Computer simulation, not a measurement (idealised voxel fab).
Proc. module: voxel lift off
Cross-sectional view cut (width: 290 nm; square cell size: 5 nm).
Cross-section layout: square cells on a grid; listed as bands, top to bottom; a band spans one or more cell rows. Top height, bottom height, nm. Materials left to right, width each, nm. Single material + "full width" = fills band edge to edge. "empty" = empty. Height is counted from the level 0, under which the received wafer is composed throughout of one material. The lowest of the bands is not closed at the bottom but continues downward, in the notation "z 0 and below". When a width is written as two numbers, as in "30..40", the first number is the width in the top row of cells of the band and the second is the width in its bottom row, and the width changes by the same amount from each row to the next. Take "no alterations made" at face value: in the step it is given for, the cross-section changed in none of its cells. The label "Closed empty spaces" introduces a list of the empty spaces, 8 cells or larger, that have no open way up to the top; each entry in it reads width x height at distance, where the distance is taken from the left edge and all three are stated in nm. Anything after a step's settings on that line? It's the simulator's own note about the step. On any step carrying a mask, the "overlay nm" setting, if present on the step's line, tells how far right of its planned place the mask lay; negative values point to the left.

Intended process steps
step 1: RECEIVE with material Si
step 2: CONFORMAL_DEP with material SiO2, thk nm 10
step 3: PATTERN with tone open, mask id LINES, material resist, width nm 20, pitch nm 35, thk nm 20, overlay nm 0
step 4: DIRECTIONAL_DEP with material Ru, thk nm 10
step 5: STRIP with etch materials resist
step 6: CONFORMAL_DEP with material SiCN, thk nm 5

Step 1 complete: cross-section of the wafer as received
- z 0 and below  Si full width
- Closed empty spaces: none

Look at the cross-section after the module: the wafer started out the way shown above and the plan was the one shown above, yet one mistake was made along the way
- z 35 to 25  empty: 65; SiCN: 155; empty: 70
- z 25 to 20  SiCN full width
- z 20 to 10  SiCN: 80; Ru: 20; SiCN: 15; Ru: 20; SiCN: 15; Ru: 20; SiCN: 15; Ru: 20; SiCN: 85
- z 10 to 0  SiO2 full width
- z 0 and below  Si full width
- Closed empty spaces: none
Heads up, the wafer didn't run the way we planned it: step 6, actual vs plan mismatch, actual run CONFORMAL_DEP with material SiCN, thk nm 15
